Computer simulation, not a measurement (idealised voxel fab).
Process module under the name voxel self aligned vias
Shown is cross-section cut, with a width of 205 nm and square cells of size 5 nm.
In what follows, cross-sections appear as grids of square cells, described through bands that run from the top down, where every band is one or more rows of cells.
For a band, the entry starts with two heights in nm, that of the top and then that of the bottom, and carries on with the band's materials in order from left to right, each alongside its width in nm; the word "all across" beside a single material means it fills the band edge to edge, and "empty" means empty space.
Counting heights begins at 0, where everything beneath is, in the wafer as received, one material. The lowest band has no bottom; it goes on downwards, as "top 0, no bottom" shows.
The two numbers in a width such as "30 to 40" mark its ends across the band: the first belongs to the top row of cells, the second to the bottom row, and from each row to the next the width moves by the same amount.
Step note "no change occurred" = no cross-section cell changed.
The list in "Closed void inventory" covers empty spaces of 8 cells or more that cannot reach the top through any open way, and it gives each as width x height at distance; the distance is from the left edge, and width, height and distance are in nm.
Whatever follows a step's settings on its line is a remark the simulator itself makes about that step.
You can add "overlay nm" to a step's line. For a step with a mask, it describes how far the mask lay to the right of its planned position, and a negative number describes a lay to the left.

### Planned process steps
step 1: RECEIVE with material Si
step 2: CONFORMAL_DEP with material SiO2, thk nm 10
step 3: CONFORMAL_DEP with material SiCN, thk nm 5
step 4: DIRECTIONAL_DEP with material SiO2, thk nm 25
step 5: PATTERN with tone open, mask id LINES, material resist, width nm 20, pitch nm 65, thk nm 20, overlay nm 0
step 6: DIRECTIONAL_ETCH with etch materials SiO2, depth nm 25
step 7: STRIP with etch materials resist
step 8: CONFORMAL_DEP with material TiN, thk nm 5
step 9: FILL_DEP with material W, thk nm 10
step 10: CMP with height nm 40
step 11: SELECTIVE_ETCH with etch materials W Ru TiN, depth nm 5
step 12: FILL_DEP with material SiN, thk nm 5
step 13: CMP with height nm 40
step 14: DIRECTIONAL_DEP with material SiO2, thk nm 20
step 15: PATTERN with tone open, mask id VIAS, material resist, width nm 40, pitch nm 130, thk nm 20, overlay nm 0
step 16: DIRECTIONAL_ETCH with etch materials SiO2, depth nm 20
step 17: DIRECTIONAL_ETCH with etch materials SiN, depth nm 5
step 18: STRIP with etch materials resist
step 19: CONFORMAL_DEP with material TiN, thk nm 5
step 20: FILL_DEP with material Ru, thk nm 5
step 21: CMP with height nm 60
step 22: CONFORMAL_DEP with material SiN, thk nm 5

### Run as planned: first of two wafers

### Delivered wafer in cross-section: state after step 1
top 0, no bottom | Si all across
Closed void inventory: none

### Wafer xsec, post step 2
top 10, bottom 0 | SiO2 all across
Below 0, the layers are the same as they were.

### Wafer xsec, post step 3
top 15, bottom 10 | SiCN all across
Below 10, the layers are the same as they were.

### Wafer xsec, post step 4
top 40, bottom 15 | SiO2 all across
Below 15, the layers are the same as they were.

### Wafer xsec, post step 5
top 60, bottom 40 | 25 resist  20 empty  45 resist  20 empty  45 resist  20 empty  30 resist
Below 40, the layers are the same as they were.

### Wafer xsec, post step 6
top 60, bottom 40 | 25 resist  20 empty  45 resist  20 empty  45 resist  20 empty  30 resist
top 40, bottom 15 | 25 SiO2  20 empty  45 SiO2  20 empty  45 SiO2  20 empty  30 SiO2
Below 15, the layers are the same as they were.

### Wafer xsec, post step 7
top 40, bottom 15 | 25 SiO2  20 empty  45 SiO2  20 empty  45 SiO2  20 empty  30 SiO2
Below 15, the layers are the same as they were.

### Wafer xsec, post step 8
top 45, bottom 40 | 30 TiN  10 empty  55 TiN  10 empty  55 TiN  10 empty  35 TiN
top 40, bottom 20 | 25 SiO2  5 TiN  10 empty  5 TiN  45 SiO2  5 TiN  10 empty  5 TiN  45 SiO2  5 TiN  10 empty  5 TiN  30 SiO2
top 20, bottom 15 | 25 SiO2  20 TiN  45 SiO2  20 TiN  45 SiO2  20 TiN  30 SiO2
Below 15, the layers are the same as they were.

### Wafer xsec, post step 9
top 55, bottom 45 | W all across
top 45, bottom 40 | 30 TiN  10 W  55 TiN  10 W  55 TiN  10 W  35 TiN
top 40, bottom 20 | 25 SiO2  5 TiN  10 W  5 TiN  45 SiO2  5 TiN  10 W  5 TiN  45 SiO2  5 TiN  10 W  5 TiN  30 SiO2
Below 20, the layers are the same as they were.

### Wafer xsec, post step 10
top 40, bottom 20 | 25 SiO2  5 TiN  10 W  5 TiN  45 SiO2  5 TiN  10 W  5 TiN  45 SiO2  5 TiN  10 W  5 TiN  30 SiO2
Below 20, the layers are the same as they were.

### Wafer xsec, post step 11
top 40, bottom 35 | 25 SiO2  20 empty  45 SiO2  20 empty  45 SiO2  20 empty  30 SiO2
Below 35, the layers are the same as they were.

### Wafer xsec, post step 12
top 45, bottom 40 | SiN all across
top 40, bottom 35 | 25 SiO2  20 SiN  45 SiO2  20 SiN  45 SiO2  20 SiN  30 SiO2
Below 35, the layers are the same as they were.

### Wafer xsec, post step 13
top 40, bottom 35 | 25 SiO2  20 SiN  45 SiO2  20 SiN  45 SiO2  20 SiN  30 SiO2
Below 35, the layers are the same as they were.

### Wafer xsec, post step 14
top 60, bottom 40 | SiO2 all across
Below 40, the layers are the same as they were.

### Wafer xsec, post step 15
top 80, bottom 60 | 15 resist  40 empty  90 resist  40 empty  20 resist
Below 60, the layers are the same as they were.

### Wafer xsec, post step 16
top 80, bottom 60 | 15 resist  40 empty  90 resist  40 empty  20 resist
top 60, bottom 40 | 15 SiO2  40 empty  90 SiO2  40 empty  20 SiO2
Below 40, the layers are the same as they were.

### Wafer xsec, post step 17
top 80, bottom 60 | 15 resist  40 empty  90 resist  40 empty  20 resist
top 60, bottom 40 | 15 SiO2  40 empty  90 SiO2  40 empty  20 SiO2
top 40, bottom 35 | 25 SiO2  20 empty  45 SiO2  20 SiN  45 SiO2  20 empty  30 SiO2
Below 35, the layers are the same as they were.

### Wafer xsec, post step 18
top 60, bottom 40 | 15 SiO2  40 empty  90 SiO2  40 empty  20 SiO2
Below 40, the layers are the same as they were.

### Wafer xsec, post step 19
top 65, bottom 60 | 20 TiN  30 empty  100 TiN  30 empty  25 TiN
top 60, bottom 45 | 15 SiO2  5 TiN  30 empty  5 TiN  90 SiO2  5 TiN  30 empty  5 TiN  20 SiO2
top 45, bottom 40 | 15 SiO2  15 TiN  10 empty  15 TiN  90 SiO2  15 TiN  10 empty  15 TiN  20 SiO2
top 40, bottom 35 | 25 SiO2  20 TiN  45 SiO2  20 SiN  45 SiO2  20 TiN  30 SiO2
Below 35, the layers are the same as they were.

### Wafer xsec, post step 20
top 70, bottom 65 | Ru all across
top 65, bottom 60 | 20 TiN  30 Ru  100 TiN  30 Ru  25 TiN
top 60, bottom 45 | 15 SiO2  5 TiN  30 Ru  5 TiN  90 SiO2  5 TiN  30 Ru  5 TiN  20 SiO2
top 45, bottom 40 | 15 SiO2  15 TiN  10 Ru  15 TiN  90 SiO2  15 TiN  10 Ru  15 TiN  20 SiO2
Below 40, the layers are the same as they were.

### Wafer xsec, post step 21
top 60, bottom 45 | 15 SiO2  5 TiN  30 Ru  5 TiN  90 SiO2  5 TiN  30 Ru  5 TiN  20 SiO2
Below 45, the layers are the same as they were.

### Wafer xsec, post step 22
top 65, bottom 60 | SiN all across
Below 60, the layers are the same as they were.

### Wafer two of two - same starting point, same process plan, one mistake in execution; matches wafer one up to and including step 19

### Second wafer, section view, time point: scheduled end of step 20
top 70, bottom 65 | SiCN all across
top 65, bottom 60 | 20 TiN  30 SiCN  100 TiN  30 SiCN  25 TiN
top 60, bottom 45 | 15 SiO2  5 TiN  30 SiCN  5 TiN  90 SiO2  5 TiN  30 SiCN  5 TiN  20 SiO2
top 45, bottom 40 | 15 SiO2  15 TiN  10 SiCN  15 TiN  90 SiO2  15 TiN  10 SiCN  15 TiN  20 SiO2
Below 40, the layers are the same as they were.

### Second wafer, section view, time point: scheduled end of step 21
top 60, bottom 45 | 15 SiO2  5 TiN  30 SiCN  5 TiN  90 SiO2  5 TiN  30 SiCN  5 TiN  20 SiO2
Below 45, the layers are the same as they were.

### Second wafer, section view, time point: scheduled end of step 22
top 65, bottom 60 | SiN all across
Below 60, the layers are the same as they were.
What went wrong in running the wafer? step 20 did not use the planned setting and instead ran as FILL_DEP with material SiCN, thk nm 5
End check, counted in cells, second wafer has more or fewer of these materials than the first: -40 Ru; +40 SiCN
